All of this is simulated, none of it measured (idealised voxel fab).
process module | voxel wiring stack
cross-section cut | 220 nm wide | cells 5 nm
A cross-section is a grid of square cells, given in bands from the top down. A band is one or more rows of cells.
Each band's line starts with the height of the band's top and of its bottom, in nm. Then come its materials from left to right, each with its width in nm. One material with "throughout" fills the band from edge to edge. "air" is empty space.
Height 0 is the level under which the wafer as received is all one material. The lowest band goes on downwards, as in "0 down".
A width such as "30 to 40" changes by the same amount from each row of cells to the next, from the band's top row to its bottom row.
"no change" after a step means that no cell of the cross-section changed.
closed voids: empty space of 8 cells or more with no open way to the top, each as width x height at its distance from the left edge, in nm
after a step's settings: what the simulator itself notes on the step
overlay nm, on a step with a mask: how far to the right of its planned place the mask lay; to the left if negative
plan
1 op RECEIVE | material Si
2 op CONFORMAL_DEP | material SiO2 | thk nm 10
3 op DIRECTIONAL_DEP | material TiN | thk nm 5
4 op DIRECTIONAL_DEP | material Ru | thk nm 20
5 op DIRECTIONAL_DEP | material aC | thk nm 10
6 op PATTERN | tone cover | mask id METAL_1 | material resist | width nm 30 | pitch nm 45 | thk nm 30 | overlay nm 0
7 op DIRECTIONAL_ETCH | etch materials aC | depth nm 10
8 op STRIP | etch materials resist
9 op DIRECTIONAL_ETCH | etch materials Ru | depth nm 20
10 op DIRECTIONAL_ETCH | etch materials TiN | depth nm 5
11 op STRIP | etch materials aC
12 op CONFORMAL_DEP | material SiCN | thk nm 5
13 op FILL_DEP | material SiO2 | thk nm 5
14 op CMP | height nm 35
15 op CONFORMAL_DEP | material SiCN | thk nm 5
16 op DIRECTIONAL_DEP | material lowk | thk nm 30
17 op DIRECTIONAL_DEP | material aC | thk nm 10
18 op PATTERN | tone open | mask id METAL_2_HOLES | material resist | width nm 15 | thk nm 25 | overlay nm 0
19 op DIRECTIONAL_ETCH | etch materials aC | depth nm 10
20 op STRIP | etch materials resist
21 op DIRECTIONAL_ETCH | etch materials lowk | depth nm 30
22 op STRIP | etch materials aC
23 op MASKED_ETCH | tone open | mask id METAL_2 | width nm 30 | pitch nm 45 | etch materials lowk | depth nm 15 | overlay nm 0
24 op MASKED_ETCH | tone open | mask id METAL_2 | width nm 30 | pitch nm 45 | etch materials SiCN | depth nm 5 | overlay nm 0
25 op CONFORMAL_DEP | material TiN | thk nm 5
26 op FILL_DEP | material Ru | thk nm 10
27 op CMP | height nm 70
28 op CONFORMAL_DEP | material SiCN | thk nm 5
29 op DIRECTIONAL_DEP | material lowk | thk nm 10
30 op PATTERN | tone open | mask id PLUG_2 | material resist | width nm 15 | thk nm 20 | overlay nm 0
31 op DIRECTIONAL_ETCH | etch materials lowk | depth nm 10
32 op DIRECTIONAL_ETCH | etch materials SiCN | depth nm 5
33 op STRIP | etch materials resist
34 op CONFORMAL_DEP | material TiN | thk nm 5
35 op FILL_DEP | material W | thk nm 5
36 op CMP | height nm 85
37 op CONFORMAL_DEP | material SiCN | thk nm 5
38 op DIRECTIONAL_DEP | material SiO2 | thk nm 15
39 op PATTERN | tone open | mask id METAL_3 | material resist | width nm 30 | pitch nm 45 | thk nm 15 | overlay nm 0
40 op DIRECTIONAL_ETCH | etch materials SiO2 | depth nm 15
41 op DIRECTIONAL_ETCH | etch materials SiCN | depth nm 5
42 op STRIP | etch materials resist
43 op CONFORMAL_DEP | material TiN | thk nm 5
44 op FILL_DEP | material Ru | thk nm 5
45 op CMP | height nm 105
46 op EPI | material Ru | thk nm 5
47 op FILL_DEP | material SiCN | thk nm 5
as received, after step 1
  0 down: Si throughout
  closed voids: none
a wafer at the end: this start, this plan, one mistake
  115 to 110: SiCN throughout
  110 to 105: SiCN 65 | Ru 40 | SiCN 5 | Ru 40 | SiCN 70
  105 to 90: SiO2 70 | TiN 5 | Ru 20 | TiN 5 | SiO2 15 | TiN 5 | Ru 20 | TiN 5 | SiO2 75
  90 to 85: SiCN 70 | TiN 30 | SiCN 15 | TiN 30 | SiCN 75
  85 to 75: lowk 70 | TiN 5 | W 5 | TiN 5 | lowk 135
  75 to 70: SiCN 70 | TiN 15 | SiCN 135
  70 to 60: lowk 70 | TiN 5 | Ru 5 | TiN 5 | lowk 135
  60 to 55: lowk 70 | TiN 15 | lowk 135
  55 to 40: lowk throughout
  40 to 35: SiCN throughout
  35 to 15: SiO2 65 | SiCN 5 | Ru 30 | SiCN 5 | SiO2 5 | SiCN 5 | Ru 30 | SiCN 5 | SiO2 70
  15 to 10: SiCN 70 | TiN 30 | SiCN 15 | TiN 30 | SiCN 75
  10 to 0: SiO2 throughout
  0 down: Si throughout
  closed voids: none
what went wrong: step 16 was run twice
